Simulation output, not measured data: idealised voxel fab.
Process module in this document: voxel plated lines
Displayed cross-section: cut, width of 230 nm, square cells sized 5 nm.
Cross-section layout: square cells on a grid; listed as bands, top to bottom; a band spans one or more cell rows. What a band's entry tells you: where the top is and where the bottom is, as heights in nm, and after that what lies inside, material by material from left to right, each with its width in nm. Empty space is written as the word "empty", and a single material marked with the word "everywhere" occupies the band from edge to edge. Ref level 0: as-received wafer is one material below here. Bottom band extends down with no lower bound ("0 -> down"). The expression "30->40" gives the width at the extremes of the band, the first number at its top row of cells and the second at its bottom row, with the width changing by equal amounts from each row to the next in between. Where the words "no change" appear for a step, the cross-section shows no cell changed by that step; every cell remained as before. "Entrapped voids" contains a list of empty spaces, each no smaller than 8 cells and without an open way to the top, written in the form width x height at distance with the distance from the left edge and all three in nm. Read whatever lies past the settings on a step's line as the simulator's own remark about the step. Regarding "overlay nm": on a step with a mask, it is the distance the mask lay to the right of its planned place; a negative value places it to the left.
Planned step list for the process
step 1: RECEIVE, material Si
step 2: CONFORMAL_DEP, material SiN, thk nm 5
step 3: DIRECTIONAL_DEP, material TiN, thk nm 5
step 4: PATTERN, tone open, mask id LINES, material resist, width nm 20, pitch nm 50, thk nm 25, overlay nm 0
step 5: EPI, material Ru, thk nm 10
step 6: EPI, material Ru, thk nm 5
step 7: STRIP, etch materials resist
step 8: DIRECTIONAL_ETCH, etch materials TiN, depth nm 5
step 9: CONFORMAL_DEP, material SiCN, thk nm 10
Wafer at receipt (post step 1), cross-section
	0 -> down  Si everywhere
	Entrapped voids: none
Module complete, cross-section. Starting point and plan per above. One mistake made in running the module
	35 -> 25  70 empty | 45 SiCN | 5 empty | 45 SiCN | 65 empty
	25 -> 15  70 empty | 10 SiCN | 25 Ru | 10 SiCN | 5 empty | 10 SiCN | 25 Ru | 10 SiCN | 65 empty
	15 -> 10  80 SiCN | 25 Ru | 25 SiCN | 25 Ru | 75 SiCN
	10 -> 5  80 SiCN | 25 TiN | 25 SiCN | 25 TiN | 75 SiCN
	5 -> 0  SiN everywhere
	0 -> down  Si everywhere
	Entrapped voids: none
What broke from the plan during processing? step 4 changed vs plan, executed as PATTERN, tone open, mask id LINES, material resist, width nm 25, pitch nm 50, thk nm 25, overlay nm 0
